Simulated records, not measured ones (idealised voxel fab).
This is a process module. Its name is voxel ribs on slabs.
Displayed cross-section: cut, width of 265 nm, square cells sized 5 nm.
Cross-sections here: square-cell grids, written as top-down lists of bands, a band being one or more rows of cells.
The entry gives the band's vertical extent as a top height and a bottom height in nm, then its horizontal make-up as materials from left to right, each with a width in nm. "blank" stands for empty space; a single material marked "edge to edge" fills the band edge to edge.
Beneath 0, the wafer as received is one material, and that level is where height counting begins. The lowest band goes on downward without a bottom; it is written like "0 -> down".
Graded width ("30->40"): value in top row of band = first number; value in bottom row = second number; row-to-row change constant.
No cell of the cross-section changed in a step that is given as "no alteration".
Closed-off voids of 8+ cells (no open route to the top) go in "Sealed voids", written width x height at distance from the left edge, in nm.
Note: text after step settings on the step line = simulator remark on that step.
You can add "overlay nm" to a step's line. For a step with a mask, it describes how far the mask lay to the right of its planned position, and a negative number describes a lay to the left.
Guide to the pairs. Each holds a before and an after cross-section around one process step; the after cross-section is cut off at the lowest band that changed. Look under the pair for the step between them and its settings. Pairs can come from different runs of this module on the same starting wafer, so a pair follows on from the one above it only where its entry headed "Prior to processing" says it does.
Prior to processing:
  80 -> 50  W edge to edge
  50 -> 40  W=115 / polySi=30 / W=120
  40 -> 30  W=90 / polySi=80 / W=95
  30 -> 0  SiO2 edge to edge
  0 -> down  Si edge to edge
  Sealed voids: none
Cross-Section Thereafter:
  80 -> 70  blank=110 / W=40 / blank=115
  For the remainder of the cross-section, below 70, there is no change.
  Sealed voids: none
Between before and after above, the operation and settings are MASKED_ETCH,tone cover,mask id HEATER,width nm 40,etch materials W,depth nm 10,overlay nm 0
Prior to processing: this step begins from the cross-section that the pair just above shows after its step.
Cross-Section Thereafter:
  90 -> 80  blank=100 / SiO2=60 / blank=105
  80 -> 70  SiO2=110 / W=40 / SiO2=115
  For the remainder of the cross-section, below 70, there is no change.
  Sealed voids: none
Between before and after above, the operation and settings are CONFORMAL_DEP,material SiO2,thk nm 10
Prior to processing:
  65 -> 50  aC edge to edge
  50 -> 30  polySi edge to edge
  30 -> 0  SiO2 edge to edge
  0 -> down  Si edge to edge
  Sealed voids: none
Cross-Section Thereafter:
  100 -> 65  resist=115 / blank=30 / resist=120
  For the remainder of the cross-section, below 65, there is no change.
  Sealed voids: none
Between before and after above, the operation and settings are PATTERN,tone open,mask id RIB,material resist,width nm 30,thk nm 35,overlay nm 0
Prior to processing: this step begins from the cross-section that the pair just above shows after its step.
Cross-Section Thereafter:
  85 -> 65  resist=115 / blank=30 / resist=120
  65 -> 50  aC=115 / blank=30 / aC=120
  For the remainder of the cross-section, below 50, there is no change.
  Sealed voids: none
Between before and after above, the operation and settings are DIRECTIONAL_ETCH,etch materials aC,depth nm 15
Prior to processing: this step begins from the cross-section that the pair just above shows after its step.
Cross-Section Thereafter:
  65 -> 50  aC=115 / blank=30 / aC=120
  For the remainder of the cross-section, below 50, there is no change.
  Sealed voids: none
Between before and after above, the operation and settings are STRIP,etch materials resist
Prior to processing: this step begins from the cross-section that the pair just above shows after its step.
Cross-Section Thereafter:
  65 -> 50  aC=115 / blank=30 / aC=120
  50 -> 40  polySi=115 / blank=30 / polySi=120
  For the remainder of the cross-section, below 40, there is no change.
  Sealed voids: none
Between before and after above, the operation and settings are DIRECTIONAL_ETCH,etch materials polySi,depth nm 10
Prior to processing: this step begins from the cross-section that the pair just above shows after its step.
Cross-Section Thereafter:
  50 -> 40  polySi=115 / blank=30 / polySi=120
  For the remainder of the cross-section, below 40, there is no change.
  Sealed voids: none
Between before and after above, the operation and settings are STRIP,etch materials aC
Prior to processing: this step begins from the cross-section that the pair just above shows after its step.
Cross-Section Thereafter:
  60 -> 50  aC=115 / blank=30 / aC=120
  50 -> 40  polySi=115 / aC=30 / polySi=120
  For the remainder of the cross-section, below 40, there is no change.
  Sealed voids: none
Between before and after above, the operation and settings are DIRECTIONAL_DEP,material aC,thk nm 10
Prior to processing: this step begins from the cross-section that the pair just above shows after its step.
Cross-Section Thereafter:
  85 -> 60  blank=90 / resist=80 / blank=95
  60 -> 50  aC=115 / resist=30 / aC=120
  For the remainder of the cross-section, below 50, there is no change.
  Sealed voids: none
Between before and after above, the operation and settings are PATTERN,tone cover,mask id SLAB,material resist,width nm 80,thk nm 25,overlay nm 0
Prior to processing: this step begins from the cross-section that the pair just above shows after its step.
Cross-Section Thereafter:
  75 -> 60  blank=90 / resist=80 / blank=95
  60 -> 50  blank=90 / aC=25 / resist=30 / aC=25 / blank=95
  For the remainder of the cross-section, below 50, there is no change.
  Sealed voids: none
Between before and after above, the operation and settings are DIRECTIONAL_ETCH,etch materials aC,depth nm 10
Prior to processing: this step begins from the cross-section that the pair just above shows after its step.
Cross-Section Thereafter:
  60 -> 50  blank=90 / aC=25 / blank=30 / aC=25 / blank=95
  For the remainder of the cross-section, below 50, there is no change.
  Sealed voids: none
Between before and after above, the operation and settings are STRIP,etch materials resist
Prior to processing: this step begins from the cross-section that the pair just above shows after its step.
Cross-Section Thereafter:
  60 -> 50  blank=90 / aC=25 / blank=30 / aC=25 / blank=95
  50 -> 40  blank=90 / polySi=25 / aC=30 / polySi=25 / blank=95
  For the remainder of the cross-section, below 40, there is no change.
  Sealed voids: none
Between before and after above, the operation and settings are DIRECTIONAL_ETCH,etch materials polySi,depth nm 10
Prior to processing: this step begins from the cross-section that the pair just above shows after its step.
Cross-Section Thereafter:
  50 -> 40  blank=90 / polySi=25 / blank=30 / polySi=25 / blank=95
  For the remainder of the cross-section, below 40, there is no change.
  Sealed voids: none
Between before and after above, the operation and settings are STRIP,etch materials aC
Prior to processing: this step begins from the cross-section that the pair just above shows after its step.
Cross-Section Thereafter:
  75 -> 50  SiO2 edge to edge
  50 -> 40  SiO2=90 / polySi=25 / SiO2=30 / polySi=25 / SiO2=95
  For the remainder of the cross-section, below 40, there is no change.
  Sealed voids: none
Between before and after above, the operation and settings are FILL_DEP,material SiO2,thk nm 25
Prior to processing: this step begins from the cross-section that the pair just above shows after its step.
Cross-Section Thereafter:
  70 -> 50  SiO2 edge to edge
  For the remainder of the cross-section, below 50, there is no change.
  Sealed voids: none
Between before and after above, the operation and settings are CMP,height nm 70
Prior to processing: this step begins from the cross-section that the pair just above shows after its step.
Cross-Section Thereafter:
  80 -> 70  W edge to edge
  For the remainder of the cross-section, below 70, there is no change.
  Sealed voids: none
Between before and after above, the operation and settings are DIRECTIONAL_DEP,material W,thk nm 10
Prior to processing: this step begins from the cross-section that the pair just above shows after its step.
Cross-Section Thereafter:
  80 -> 70  blank=110 / W=40 / blank=115
  For the remainder of the cross-section, below 70, there is no change.
  Sealed voids: none
Between before and after above, the operation and settings are MASKED_ETCH,tone cover,mask id HEATER,width nm 40,etch materials W,depth nm 10,overlay nm 0
Prior to processing: this step begins from the cross-section that the pair just above shows after its step.
Cross-Section Thereafter:
  90 -> 80  blank=100 / SiO2=60 / blank=105
  80 -> 70  SiO2=110 / W=40 / SiO2=115
  For the remainder of the cross-section, below 70, there is no change.
  Sealed voids: none
Between before and after above, the operation and settings are CONFORMAL_DEP,material SiO2,thk nm 10
